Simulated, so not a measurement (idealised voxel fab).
process module | voxel released beams
cross-section cut | 160 nm wide | cells 5 nm
A cross-section is a grid of square cells, given in bands from the top down. A band is one or more rows of cells.
Each band's line starts with the height of the band's top and of its bottom, in nm. Then come its materials from left to right, each with its width in nm. One material with "throughout" fills the band from edge to edge. "air" is empty space.
Height 0 is the level under which the wafer as received is all one material. The lowest band goes on downwards, as in "0 down".
A width such as "30 to 40" changes by the same amount from each row of cells to the next, from the band's top row to its bottom row.
"no change" after a step means that no cell of the cross-section changed.
closed voids: empty space of 8 cells or more with no open way to the top, each as width x height at its distance from the left edge, in nm
after a step's settings: what the simulator itself notes on the step
overlay nm, on a step with a mask: how far to the right of its planned place the mask lay; to the left if negative
plan
1 op RECEIVE | material Si
2 op CONFORMAL_DEP | material SiN | thk nm 5
3 op DIRECTIONAL_DEP | material SiO2 | thk nm 20
4 op MASKED_ETCH | tone open | mask id ANCHOR | width nm 45 | etch materials SiO2 | depth nm 20 | overlay nm 0
5 op CONFORMAL_DEP | material polySi | thk nm 15
6 op MASKED_ETCH | tone cover | mask id BEAM | width nm 115 | etch materials polySi | depth nm 15 | overlay nm 0
7 op STRIP | etch materials SiO2
first wafer, as planned
as received, after step 1
  0 down: Si throughout
  closed voids: none
after step 2
  5 to 0: SiN throughout
  below 0: unchanged
after step 3
  25 to 5: SiO2 throughout
  below 5: unchanged
after step 4
  25 to 5: SiO2 25 | air 45 | SiO2 90
  below 5: unchanged
after step 5
  40 to 25: polySi 40 | air 15 | polySi 105
  25 to 20: SiO2 25 | polySi 15 | air 15 | polySi 15 | SiO2 90
  20 to 5: SiO2 25 | polySi 45 | SiO2 90
  below 5: unchanged
after step 6
  40 to 25: air 20 | polySi 20 | air 15 | polySi 80 | air 25
  below 25: unchanged
after step 7
  40 to 25: air 20 | polySi 20 | air 15 | polySi 80 | air 25
  25 to 20: air 25 | polySi 15 | air 15 | polySi 15 | air 90
  20 to 5: air 25 | polySi 45 | air 90
  below 5: unchanged
second wafer: like start, like plan, one mistake. Through step 5 it matches the first wafer
when step 6 should have ended
  40 to 25: air 15 | polySi 25 | air 15 | polySi 75 | air 30
  below 25: unchanged
when step 7 should have ended
  40 to 25: air 15 | polySi 25 | air 15 | polySi 75 | air 30
  25 to 20: air 25 | polySi 15 | air 15 | polySi 15 | air 90
  20 to 5: air 25 | polySi 45 | air 90
  below 5: unchanged
what went wrong: step 6 ran as: op MASKED_ETCH | tone cover | mask id BEAM | width nm 115 | etch materials polySi | depth nm 15 | overlay nm -5
at the end the second wafer has, in cells: as many of each material as the first, in other places
